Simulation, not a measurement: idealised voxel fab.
A process module follows: voxel tone inversion.
Cross-section cut spans 210 nm and uses square cells 5 nm in size.
The cross-sections in this document take the form of a grid made of square cells. They are written out as bands, in order from top to bottom. Each band consists of one or more rows of cells. Band: top height; bottom height; in nm. Then, left to right: material with width in nm, for each material. "full width": a single material spanning edge to edge. "empty": empty space. Convention: height 0 is the level below which the wafer, as received, is all one material. The lowest band does not terminate at the bottom but continues downward, represented as "0 down". A two-number width, for instance "30->40", indicates that the width is equal to the first number in the top row of the band and to the second number in the bottom row, and that it changes by a constant amount per row of cells. "remains unaltered" -> step changed no cross-section cell. What "Closed void catalog" gives you is every empty space of 8 cells or more that is cut off from the top. Each appears as width x height at distance, with the distance taken from the left edge and width, height and distance all in nm. Anything after a step's settings on that line? It's the simulator's own note about the step. A step's line can hold "overlay nm"; with a mask on that step, the setting says how far right of the planned place the mask lay, while a negative setting says it lay to the left. Each of the pairs that make up the rest of this document says: here is the cross-section before one process step, here is the cross-section after it, drawn only down to the lowest band that changed, and here, under the pair, is the step lying between them with its settings. Different pairs may come from different runs of this module on the same starting wafer, so a pair continues from the pair above it only where its entry headed "Before this step" says so.
**Before this step**
> 0 down | Si full width
> Closed void catalog: none
**After the Step**
> 5 to 0 | SiN full width
> Unchanged below 0.
> Closed void catalog: none
Between the two cross-sections shown above lies CONFORMAL_DEP with material SiN, thk nm 5
Before this step: no separate figure, the pair right above already shows it after its step.
**After the Step**
> 25 to 5 | polySi full width
> Unchanged below 5.
> Closed void catalog: none
Between the two cross-sections shown above lies DIRECTIONAL_DEP with material polySi, thk nm 20
Before this step: no separate figure, the pair right above already shows it after its step.
**After the Step**
> 55 to 25 | 50 nm empty, 20 nm resist, 25 nm empty, 20 nm resist, 25 nm empty, 20 nm resist, 50 nm empty
> Unchanged below 25.
> Closed void catalog: none
Between the two cross-sections shown above lies PATTERN with tone cover, mask id POSTS, material resist, width nm 20, pitch nm 45, thk nm 30, overlay nm 0
Before this step: no separate figure, the pair right above already shows it after its step.
**After the Step**
> 55 to 25 | 50 nm empty, 20 nm resist, 25 nm empty, 20 nm resist, 25 nm empty, 20 nm resist, 50 nm empty
> 25 to 5 | 50 nm empty, 20 nm polySi, 25 nm empty, 20 nm polySi, 25 nm empty, 20 nm polySi, 50 nm empty
> Unchanged below 5.
> Closed void catalog: none
Between the two cross-sections shown above lies DIRECTIONAL_ETCH with etch materials polySi, depth nm 20
Before this step: no separate figure, the pair right above already shows it after its step.
**After the Step**
> 25 to 5 | 50 nm empty, 20 nm polySi, 25 nm empty, 20 nm polySi, 25 nm empty, 20 nm polySi, 50 nm empty
> Unchanged below 5.
> Closed void catalog: none
Between the two cross-sections shown above lies STRIP with etch materials resist
Before this step: no separate figure, the pair right above already shows it after its step.
**After the Step**
> 30 to 25 | SiO2 full width
> 25 to 5 | 50 nm SiO2, 20 nm polySi, 25 nm SiO2, 20 nm polySi, 25 nm SiO2, 20 nm polySi, 50 nm SiO2
> Unchanged below 5.
> Closed void catalog: none
Between the two cross-sections shown above lies FILL_DEP with material SiO2, thk nm 5
Before this step: no separate figure, the pair right above already shows it after its step.
**After the Step**
> 25 to 5 | 50 nm SiO2, 20 nm polySi, 25 nm SiO2, 20 nm polySi, 25 nm SiO2, 20 nm polySi, 50 nm SiO2
> Unchanged below 5.
> Closed void catalog: none
Between the two cross-sections shown above lies CMP with height nm 25
Before this step: no separate figure, the pair right above already shows it after its step.
**After the Step**
> 25 to 5 | 50 nm SiO2, 20 nm empty, 25 nm SiO2, 20 nm empty, 25 nm SiO2, 20 nm empty, 50 nm SiO2
> Unchanged below 5.
> Closed void catalog: none
Between the two cross-sections shown above lies STRIP with etch materials polySi
Before this step: no separate figure, the pair right above already shows it after its step.
**After the Step**
> 30 to 25 | 55 nm TiN, 10 nm empty, 35 nm TiN, 10 nm empty, 35 nm TiN, 10 nm empty, 55 nm TiN
> 25 to 10 | 50 nm SiO2, 5 nm TiN, 10 nm empty, 5 nm TiN, 25 nm SiO2, 5 nm TiN, 10 nm empty, 5 nm TiN, 25 nm SiO2, 5 nm TiN, 10 nm empty, 5 nm TiN, 50 nm SiO2
> 10 to 5 | 50 nm SiO2, 20 nm TiN, 25 nm SiO2, 20 nm TiN, 25 nm SiO2, 20 nm TiN, 50 nm SiO2
> Unchanged below 5.
> Closed void catalog: none
Between the two cross-sections shown above lies CONFORMAL_DEP with material TiN, thk nm 5
Before this step: no separate figure, the pair right above already shows it after its step.
**After the Step**
> 40 to 30 | Cu full width
> 30 to 25 | 55 nm TiN, 10 nm Cu, 35 nm TiN, 10 nm Cu, 35 nm TiN, 10 nm Cu, 55 nm TiN
> 25 to 10 | 50 nm SiO2, 5 nm TiN, 10 nm Cu, 5 nm TiN, 25 nm SiO2, 5 nm TiN, 10 nm Cu, 5 nm TiN, 25 nm SiO2, 5 nm TiN, 10 nm Cu, 5 nm TiN, 50 nm SiO2
> Unchanged below 10.
> Closed void catalog: none
Between the two cross-sections shown above lies FILL_DEP with material Cu, thk nm 10
Before this step: no separate figure, the pair right above already shows it after its step.
**After the Step**
> 25 to 10 | 50 nm SiO2, 5 nm TiN, 10 nm Cu, 5 nm TiN, 25 nm SiO2, 5 nm TiN, 10 nm Cu, 5 nm TiN, 25 nm SiO2, 5 nm TiN, 10 nm Cu, 5 nm TiN, 50 nm SiO2
> Unchanged below 10.
> Closed void catalog: none
Between the two cross-sections shown above lies CMP with height nm 25
Before this step: no separate figure, the pair right above already shows it after its step.
**After the Step**
> 30 to 25 | SiN full width
> Unchanged below 25.
> Closed void catalog: none
Between the two cross-sections shown above lies CONFORMAL_DEP with material SiN, thk nm 5
**Before this step**
> 40 to 30 | Cu full width
> 30 to 25 | 55 nm TiN, 10 nm Cu, 35 nm TiN, 10 nm Cu, 35 nm TiN, 10 nm Cu, 55 nm TiN
> 25 to 10 | 50 nm SiO2, 5 nm TiN, 10 nm Cu, 5 nm TiN, 25 nm SiO2, 5 nm TiN, 10 nm Cu, 5 nm TiN, 25 nm SiO2, 5 nm TiN, 10 nm Cu, 5 nm TiN, 50 nm SiO2
> 10 to 5 | 50 nm SiO2, 20 nm TiN, 25 nm SiO2, 20 nm TiN, 25 nm SiO2, 20 nm TiN, 50 nm SiO2
> 5 to 0 | SiN full width
> 0 down | Si full width
> Closed void catalog: none
**After the Step**
> 45 to 40 | SiN full width
> Unchanged below 40.
> Closed void catalog: none
Between the two cross-sections shown above lies CONFORMAL_DEP with material SiN, thk nm 5
**Before this step**
> 0 down | Si full width
> Closed void catalog: none
**After the Step**
> 20 to 0 | polySi full width
> Unchanged below 0.
> Closed void catalog: none
Between the two cross-sections shown above lies DIRECTIONAL_DEP with material polySi, thk nm 20
Before this step: no separate figure, the pair right above already shows it after its step.
**After the Step**
> 25 to 20 | SiN full width
> Unchanged below 20.
> Closed void catalog: none
Between the two cross-sections shown above lies CONFORMAL_DEP with material SiN, thk nm 5
Before this step: no separate figure, the pair right above already shows it after its step.
**After the Step**
> 55 to 25 | 50 nm empty, 20 nm resist, 25 nm empty, 20 nm resist, 25 nm empty, 20 nm resist, 50 nm empty
> Unchanged below 25.
> Closed void catalog: none
Between the two cross-sections shown above lies PATTERN with tone cover, mask id POSTS, material resist, width nm 20, pitch nm 45, thk nm 30, overlay nm 0
Before this step: no separate figure, the pair right above already shows it after its step.
**After the Step**
> 25 to 20 | SiN full width
> Unchanged below 20.
> Closed void catalog: none
Between the two cross-sections shown above lies STRIP with etch materials resist
Before this step: no separate figure, the pair right above already shows it after its step.
**After the Step**
> 30 to 25 | SiO2 full width
> Unchanged below 25.
> Closed void catalog: none
Between the two cross-sections shown above lies FILL_DEP with material SiO2, thk nm 5
Before this step: no separate figure, the pair right above already shows it after its step.
**After the Step**
> 25 to 20 | SiN full width
> Unchanged below 20.
> Closed void catalog: none
Between the two cross-sections shown above lies CMP with height nm 25
Before this step: no separate figure, the pair right above already shows it after its step.
**After the Step**
> 30 to 25 | TiN full width
> Unchanged below 25.
> Closed void catalog: none
Between the two cross-sections shown above lies CONFORMAL_DEP with material TiN, thk nm 5
Before this step: no separate figure, the pair right above already shows it after its step.
**After the Step**
> 40 to 30 | Cu full width
> Unchanged below 30.
> Closed void catalog: none
Between the two cross-sections shown above lies FILL_DEP with material Cu, thk nm 10
Before this step: no separate figure, the pair right above already shows it after its step.
**After the Step**
> 25 to 20 | SiN full width
> Unchanged below 20.
> Closed void catalog: none
Between the two cross-sections shown above lies CMP with height nm 25
Before this step: no separate figure, the pair right above already shows it after its step.
**After the Step**
> 30 to 20 | SiN full width
> Unchanged below 20.
> Closed void catalog: none
Between the two cross-sections shown above lies CONFORMAL_DEP with material SiN, thk nm 5
**Before this step**
> 0 down | Si full width
> Closed void catalog: none
**After the Step**
> 15 to 0 | SiN full width
> Unchanged below 0.
> Closed void catalog: none
Between the two cross-sections shown above lies CONFORMAL_DEP with material SiN, thk nm 15
Before this step: no separate figure, the pair right above already shows it after its step.
**After the Step**
> 35 to 15 | polySi full width
> Unchanged below 15.
> Closed void catalog: none
Between the two cross-sections shown above lies DIRECTIONAL_DEP with material polySi, thk nm 20
Before this step: no separate figure, the pair right above already shows it after its step.
**After the Step**
> 65 to 35 | 50 nm empty, 20 nm resist, 25 nm empty, 20 nm resist, 25 nm empty, 20 nm resist, 50 nm empty
> Unchanged below 35.
> Closed void catalog: none
Between the two cross-sections shown above lies PATTERN with tone cover, mask id POSTS, material resist, width nm 20, pitch nm 45, thk nm 30, overlay nm 0
Before this step: no separate figure, the pair right above already shows it after its step.
**After the Step**
> 65 to 35 | 50 nm empty, 20 nm resist, 25 nm empty, 20 nm resist, 25 nm empty, 20 nm resist, 50 nm empty
> 35 to 15 | 50 nm empty, 20 nm polySi, 25 nm empty, 20 nm polySi, 25 nm empty, 20 nm polySi, 50 nm empty
> Unchanged below 15.
> Closed void catalog: none
Between the two cross-sections shown above lies DIRECTIONAL_ETCH with etch materials polySi, depth nm 20
Before this step: no separate figure, the pair right above already shows it after its step.
**After the Step**
> 35 to 15 | 50 nm empty, 20 nm polySi, 25 nm empty, 20 nm polySi, 25 nm empty, 20 nm polySi, 50 nm empty
> Unchanged below 15.
> Closed void catalog: none
Between the two cross-sections shown above lies STRIP with etch materials resist
Before this step: no separate figure, the pair right above already shows it after its step.
**After the Step**
> 40 to 35 | SiO2 full width
> 35 to 15 | 50 nm SiO2, 20 nm polySi, 25 nm SiO2, 20 nm polySi, 25 nm SiO2, 20 nm polySi, 50 nm SiO2
> Unchanged below 15.
> Closed void catalog: none
Between the two cross-sections shown above lies FILL_DEP with material SiO2, thk nm 5
Before this step: no separate figure, the pair right above already shows it after its step.
**After the Step**
> 25 to 15 | 50 nm SiO2, 20 nm polySi, 25 nm SiO2, 20 nm polySi, 25 nm SiO2, 20 nm polySi, 50 nm SiO2
> Unchanged below 15.
> Closed void catalog: none
Between the two cross-sections shown above lies CMP with height nm 25
Before this step: no separate figure, the pair right above already shows it after its step.
**After the Step**
> 25 to 15 | 50 nm SiO2, 20 nm empty, 25 nm SiO2, 20 nm empty, 25 nm SiO2, 20 nm empty, 50 nm SiO2
> Unchanged below 15.
> Closed void catalog: none
Between the two cross-sections shown above lies STRIP with etch materials polySi
Before this step: no separate figure, the pair right above already shows it after its step.
**After the Step**
> 30 to 25 | 55 nm TiN, 10 nm empty, 35 nm TiN, 10 nm empty, 35 nm TiN, 10 nm empty, 55 nm TiN
> 25 to 20 | 50 nm SiO2, 5 nm TiN, 10 nm empty, 5 nm TiN, 25 nm SiO2, 5 nm TiN, 10 nm empty, 5 nm TiN, 25 nm SiO2, 5 nm TiN, 10 nm empty, 5 nm TiN, 50 nm SiO2
> 20 to 15 | 50 nm SiO2, 20 nm TiN, 25 nm SiO2, 20 nm TiN, 25 nm SiO2, 20 nm TiN, 50 nm SiO2
> Unchanged below 15.
> Closed void catalog: none
Between the two cross-sections shown above lies CONFORMAL_DEP with material TiN, thk nm 5
Before this step: no separate figure, the pair right above already shows it after its step.
**After the Step**
> 40 to 30 | Cu full width
> 30 to 25 | 55 nm TiN, 10 nm Cu, 35 nm TiN, 10 nm Cu, 35 nm TiN, 10 nm Cu, 55 nm TiN
> 25 to 20 | 50 nm SiO2, 5 nm TiN, 10 nm Cu, 5 nm TiN, 25 nm SiO2, 5 nm TiN, 10 nm Cu, 5 nm TiN, 25 nm SiO2, 5 nm TiN, 10 nm Cu, 5 nm TiN, 50 nm SiO2
> Unchanged below 20.
> Closed void catalog: none
Between the two cross-sections shown above lies FILL_DEP with material Cu, thk nm 10
Before this step: no separate figure, the pair right above already shows it after its step.
**After the Step**
> 25 to 20 | 50 nm SiO2, 5 nm TiN, 10 nm Cu, 5 nm TiN, 25 nm SiO2, 5 nm TiN, 10 nm Cu, 5 nm TiN, 25 nm SiO2, 5 nm TiN, 10 nm Cu, 5 nm TiN, 50 nm SiO2
> Unchanged below 20.
> Closed void catalog: none
Between the two cross-sections shown above lies CMP with height nm 25
Before this step: no separate figure, the pair right above already shows it after its step.
**After the Step**
> 30 to 25 | SiN full width
> Unchanged below 25.
> Closed void catalog: none
Between the two cross-sections shown above lies CONFORMAL_DEP with material SiN, thk nm 5
**Before this step**
> 25 to 5 | polySi full width
> 5 to 0 | SiN full width
> 0 down | Si full width
> Closed void catalog: none
**After the Step**
> 55 to 25 | 55 nm empty, 15 nm resist, 30 nm empty, 15 nm resist, 30 nm empty, 15 nm resist, 50 nm empty
> Unchanged below 25.
> Closed void catalog: none
Between the two cross-sections shown above lies PATTERN with tone cover, mask id POSTS, material resist, width nm 15, pitch nm 45, thk nm 30, overlay nm 0
Before this step: no separate figure, the pair right above already shows it after its step.
**After the Step**
> 55 to 25 | 55 nm empty, 15 nm resist, 30 nm empty, 15 nm resist, 30 nm empty, 15 nm resist, 50 nm empty
> 25 to 5 | 55 nm empty, 15 nm polySi, 30 nm empty, 15 nm polySi, 30 nm empty, 15 nm polySi, 50 nm empty
> Unchanged below 5.
> Closed void catalog: none
Between the two cross-sections shown above lies DIRECTIONAL_ETCH with etch materials polySi, depth nm 20
Before this step: no separate figure, the pair right above already shows it after its step.
**After the Step**
> 25 to 5 | 55 nm empty, 15 nm polySi, 30 nm empty, 15 nm polySi, 30 nm empty, 15 nm polySi, 50 nm empty
> Unchanged below 5.
> Closed void catalog: none
Between the two cross-sections shown above lies STRIP with etch materials resist
Before this step: no separate figure, the pair right above already shows it after its step.
**After the Step**
> 30 to 25 | SiO2 full width
> 25 to 5 | 55 nm SiO2, 15 nm polySi, 30 nm SiO2, 15 nm polySi, 30 nm SiO2, 15 nm polySi, 50 nm SiO2
> Unchanged below 5.
> Closed void catalog: none
Between the two cross-sections shown above lies FILL_DEP with material SiO2, thk nm 5
Before this step: no separate figure, the pair right above already shows it after its step.
**After the Step**
> 25 to 5 | 55 nm SiO2, 15 nm polySi, 30 nm SiO2, 15 nm polySi, 30 nm SiO2, 15 nm polySi, 50 nm SiO2
> Unchanged below 5.
> Closed void catalog: none
Between the two cross-sections shown above lies CMP with height nm 25
Before this step: no separate figure, the pair right above already shows it after its step.
**After the Step**
> 25 to 5 | 55 nm SiO2, 15 nm empty, 30 nm SiO2, 15 nm empty, 30 nm SiO2, 15 nm empty, 50 nm SiO2
> Unchanged below 5.
> Closed void catalog: none
Between the two cross-sections shown above lies STRIP with etch materials polySi
Before this step: no separate figure, the pair right above already shows it after its step.
**After the Step**
> 30 to 25 | 60 nm TiN, 5 nm empty, 40 nm TiN, 5 nm empty, 40 nm TiN, 5 nm empty, 55 nm TiN
> 25 to 10 | 55 nm SiO2, 5 nm TiN, 5 nm empty, 5 nm TiN, 30 nm SiO2, 5 nm TiN, 5 nm empty, 5 nm TiN, 30 nm SiO2, 5 nm TiN, 5 nm empty, 5 nm TiN, 50 nm SiO2
> 10 to 5 | 55 nm SiO2, 15 nm TiN, 30 nm SiO2, 15 nm TiN, 30 nm SiO2, 15 nm TiN, 50 nm SiO2
> Unchanged below 5.
> Closed void catalog: none
Between the two cross-sections shown above lies CONFORMAL_DEP with material TiN, thk nm 5
Before this step: no separate figure, the pair right above already shows it after its step.
**After the Step**
> 40 to 30 | Cu full width
> 30 to 25 | 60 nm TiN, 5 nm Cu, 40 nm TiN, 5 nm Cu, 40 nm TiN, 5 nm Cu, 55 nm TiN
> 25 to 10 | 55 nm SiO2, 5 nm TiN, 5 nm Cu, 5 nm TiN, 30 nm SiO2, 5 nm TiN, 5 nm Cu, 5 nm TiN, 30 nm SiO2, 5 nm TiN, 5 nm Cu, 5 nm TiN, 50 nm SiO2
> Unchanged below 10.
> Closed void catalog: none
Between the two cross-sections shown above lies FILL_DEP with material Cu, thk nm 10
Before this step: no separate figure, the pair right above already shows it after its step.
**After the Step**
> 25 to 10 | 55 nm SiO2, 5 nm TiN, 5 nm Cu, 5 nm TiN, 30 nm SiO2, 5 nm TiN, 5 nm Cu, 5 nm TiN, 30 nm SiO2, 5 nm TiN, 5 nm Cu, 5 nm TiN, 50 nm SiO2
> Unchanged below 10.
> Closed void catalog: none
Between the two cross-sections shown above lies CMP with height nm 25
Before this step: no separate figure, the pair right above already shows it after its step.
**After the Step**
> 30 to 25 | SiN full width
> Unchanged below 25.
> Closed void catalog: none
Between the two cross-sections shown above lies CONFORMAL_DEP with material SiN, thk nm 5
**Before this step**
> 25 to 5 | polySi full width
> 5 to 0 | SiN full width
> 0 down | Si full width
> Closed void catalog: none
**After the Step**
> 55 to 25 | 40 nm empty, 20 nm resist, 25 nm empty, 20 nm resist, 25 nm empty, 20 nm resist, 60 nm empty
> Unchanged below 25.
> Closed void catalog: none
Between the two cross-sections shown above lies PATTERN with tone cover, mask id POSTS, material resist, width nm 20, pitch nm 45, thk nm 30, overlay nm -10
Before this step: no separate figure, the pair right above already shows it after its step.
**After the Step**
> 55 to 25 | 40 nm empty, 20 nm resist, 25 nm empty, 20 nm resist, 25 nm empty, 20 nm resist, 60 nm empty
> 25 to 5 | 40 nm empty, 20 nm polySi, 25 nm empty, 20 nm polySi, 25 nm empty, 20 nm polySi, 60 nm empty
> Unchanged below 5.
> Closed void catalog: none
Between the two cross-sections shown above lies DIRECTIONAL_ETCH with etch materials polySi, depth nm 20
Before this step: no separate figure, the pair right above already shows it after its step.
**After the Step**
> 25 to 5 | 40 nm empty, 20 nm polySi, 25 nm empty, 20 nm polySi, 25 nm empty, 20 nm polySi, 60 nm empty
> Unchanged below 5.
> Closed void catalog: none
Between the two cross-sections shown above lies STRIP with etch materials resist
Before this step: no separate figure, the pair right above already shows it after its step.
**After the Step**
> 30 to 25 | SiO2 full width
> 25 to 5 | 40 nm SiO2, 20 nm polySi, 25 nm SiO2, 20 nm polySi, 25 nm SiO2, 20 nm polySi, 60 nm SiO2
> Unchanged below 5.
> Closed void catalog: none
Between the two cross-sections shown above lies FILL_DEP with material SiO2, thk nm 5
Before this step: no separate figure, the pair right above already shows it after its step.
**After the Step**
> 25 to 5 | 40 nm SiO2, 20 nm polySi, 25 nm SiO2, 20 nm polySi, 25 nm SiO2, 20 nm polySi, 60 nm SiO2
> Unchanged below 5.
> Closed void catalog: none
Between the two cross-sections shown above lies CMP with height nm 25
Before this step: no separate figure, the pair right above already shows it after its step.
**After the Step**
> 25 to 5 | 40 nm SiO2, 20 nm empty, 25 nm SiO2, 20 nm empty, 25 nm SiO2, 20 nm empty, 60 nm SiO2
> Unchanged below 5.
> Closed void catalog: none
Between the two cross-sections shown above lies STRIP with etch materials polySi
Before this step: no separate figure, the pair right above already shows it after its step.
**After the Step**
> 30 to 25 | 45 nm TiN, 10 nm empty, 35 nm TiN, 10 nm empty, 35 nm TiN, 10 nm empty, 65 nm TiN
> 25 to 10 | 40 nm SiO2, 5 nm TiN, 10 nm empty, 5 nm TiN, 25 nm SiO2, 5 nm TiN, 10 nm empty, 5 nm TiN, 25 nm SiO2, 5 nm TiN, 10 nm empty, 5 nm TiN, 60 nm SiO2
> 10 to 5 | 40 nm SiO2, 20 nm TiN, 25 nm SiO2, 20 nm TiN, 25 nm SiO2, 20 nm TiN, 60 nm SiO2
> Unchanged below 5.
> Closed void catalog: none
Between the two cross-sections shown above lies CONFORMAL_DEP with material TiN, thk nm 5
Before this step: no separate figure, the pair right above already shows it after its step.
**After the Step**
> 40 to 30 | Cu full width
> 30 to 25 | 45 nm TiN, 10 nm Cu, 35 nm TiN, 10 nm Cu, 35 nm TiN, 10 nm Cu, 65 nm TiN
> 25 to 10 | 40 nm SiO2, 5 nm TiN, 10 nm Cu, 5 nm TiN, 25 nm SiO2, 5 nm TiN, 10 nm Cu, 5 nm TiN, 25 nm SiO2, 5 nm TiN, 10 nm Cu, 5 nm TiN, 60 nm SiO2
> Unchanged below 10.
> Closed void catalog: none
Between the two cross-sections shown above lies FILL_DEP with material Cu, thk nm 10
Before this step: no separate figure, the pair right above already shows it after its step.
**After the Step**
> 25 to 10 | 40 nm SiO2, 5 nm TiN, 10 nm Cu, 5 nm TiN, 25 nm SiO2, 5 nm TiN, 10 nm Cu, 5 nm TiN, 25 nm SiO2, 5 nm TiN, 10 nm Cu, 5 nm TiN, 60 nm SiO2
> Unchanged below 10.
> Closed void catalog: none
Between the two cross-sections shown above lies CMP with height nm 25
Before this step: no separate figure, the pair right above already shows it after its step.
**After the Step**
> 30 to 25 | SiN full width
> Unchanged below 25.
> Closed void catalog: none
Between the two cross-sections shown above lies CONFORMAL_DEP with material SiN, thk nm 5
**Before this step**
> 25 to 10 | 50 nm SiO2, 5 nm TiN, 10 nm Cu, 5 nm TiN, 25 nm SiO2, 5 nm TiN, 10 nm Cu, 5 nm TiN, 25 nm SiO2, 5 nm TiN, 10 nm Cu, 5 nm TiN, 50 nm SiO2
> 10 to 5 | 50 nm SiO2, 20 nm TiN, 25 nm SiO2, 20 nm TiN, 25 nm SiO2, 20 nm TiN, 50 nm SiO2
> 5 to 0 | SiN full width
> 0 down | Si full width
> Closed void catalog: none
**After the Step**
> 30 to 25 | polySi full width
> Unchanged below 25.
> Closed void catalog: none
Between the two cross-sections shown above lies CONFORMAL_DEP with material polySi, thk nm 5
**Before this step**
> 25 to 5 | polySi full width
> 5 to 0 | SiN full width
> 0 down | Si full width
> Closed void catalog: none
**After the Step**
> 55 to 25 | 50 nm resist, 20 nm empty, 25 nm resist, 20 nm empty, 25 nm resist, 20 nm empty, 50 nm resist
> Unchanged below 25.
> Closed void catalog: none
Between the two cross-sections shown above lies PATTERN with tone open, mask id POSTS, material resist, width nm 20, pitch nm 45, thk nm 30, overlay nm 0
Before this step: no separate figure, the pair right above already shows it after its step.
**After the Step**
> 55 to 25 | 50 nm resist, 20 nm empty, 25 nm resist, 20 nm empty, 25 nm resist, 20 nm empty, 50 nm resist
> 25 to 5 | 50 nm polySi, 20 nm empty, 25 nm polySi, 20 nm empty, 25 nm polySi, 20 nm empty, 50 nm polySi
> Unchanged below 5.
> Closed void catalog: none
Between the two cross-sections shown above lies DIRECTIONAL_ETCH with etch materials polySi, depth nm 20
Before this step: no separate figure, the pair right above already shows it after its step.
**After the Step**
> 25 to 5 | 50 nm polySi, 20 nm empty, 25 nm polySi, 20 nm empty, 25 nm polySi, 20 nm empty, 50 nm polySi
> Unchanged below 5.
> Closed void catalog: none
Between the two cross-sections shown above lies STRIP with etch materials resist
Before this step: no separate figure, the pair right above already shows it after its step.
**After the Step**
> 30 to 25 | SiO2 full width
> 25 to 5 | 50 nm polySi, 20 nm SiO2, 25 nm polySi, 20 nm SiO2, 25 nm polySi, 20 nm SiO2, 50 nm polySi
> Unchanged below 5.
> Closed void catalog: none
Between the two cross-sections shown above lies FILL_DEP with material SiO2, thk nm 5
Before this step: no separate figure, the pair right above already shows it after its step.
**After the Step**
> 25 to 5 | 50 nm polySi, 20 nm SiO2, 25 nm polySi, 20 nm SiO2, 25 nm polySi, 20 nm SiO2, 50 nm polySi
> Unchanged below 5.
> Closed void catalog: none
Between the two cross-sections shown above lies CMP with height nm 25
Before this step: no separate figure, the pair right above already shows it after its step.
**After the Step**
> 25 to 5 | 50 nm empty, 20 nm SiO2, 25 nm empty, 20 nm SiO2, 25 nm empty, 20 nm SiO2, 50 nm empty
> Unchanged below 5.
> Closed void catalog: none
Between the two cross-sections shown above lies STRIP with etch materials polySi
Before this step: no separate figure, the pair right above already shows it after its step.
**After the Step**
> 30 to 25 | 45 nm empty, 30 nm TiN, 15 nm empty, 30 nm TiN, 15 nm empty, 30 nm TiN, 45 nm empty
> 25 to 10 | 45 nm empty, 5 nm TiN, 20 nm SiO2, 5 nm TiN, 15 nm empty, 5 nm TiN, 20 nm SiO2, 5 nm TiN, 15 nm empty, 5 nm TiN, 20 nm SiO2, 5 nm TiN, 45 nm empty
> 10 to 5 | 50 nm TiN, 20 nm SiO2, 25 nm TiN, 20 nm SiO2, 25 nm TiN, 20 nm SiO2, 50 nm TiN
> Unchanged below 5.
> Closed void catalog: none
Between the two cross-sections shown above lies CONFORMAL_DEP with material TiN, thk nm 5
Before this step: no separate figure, the pair right above already shows it after its step.
**After the Step**
> 40 to 30 | Cu full width
> 30 to 25 | 45 nm Cu, 30 nm TiN, 15 nm Cu, 30 nm TiN, 15 nm Cu, 30 nm TiN, 45 nm Cu
> 25 to 10 | 45 nm Cu, 5 nm TiN, 20 nm SiO2, 5 nm TiN, 15 nm Cu, 5 nm TiN, 20 nm SiO2, 5 nm TiN, 15 nm Cu, 5 nm TiN, 20 nm SiO2, 5 nm TiN, 45 nm Cu
> Unchanged below 10.
> Closed void catalog: none
Between the two cross-sections shown above lies FILL_DEP with material Cu, thk nm 10
Before this step: no separate figure, the pair right above already shows it after its step.
**After the Step**
> 25 to 10 | 45 nm Cu, 5 nm TiN, 20 nm SiO2, 5 nm TiN, 15 nm Cu, 5 nm TiN, 20 nm SiO2, 5 nm TiN, 15 nm Cu, 5 nm TiN, 20 nm SiO2, 5 nm TiN, 45 nm Cu
> Unchanged below 10.
> Closed void catalog: none
Between the two cross-sections shown above lies CMP with height nm 25
Before this step: no separate figure, the pair right above already shows it after its step.
**After the Step**
> 30 to 25 | SiN full width
> Unchanged below 25.
> Closed void catalog: none
Between the two cross-sections shown above lies CONFORMAL_DEP with material SiN, thk nm 5
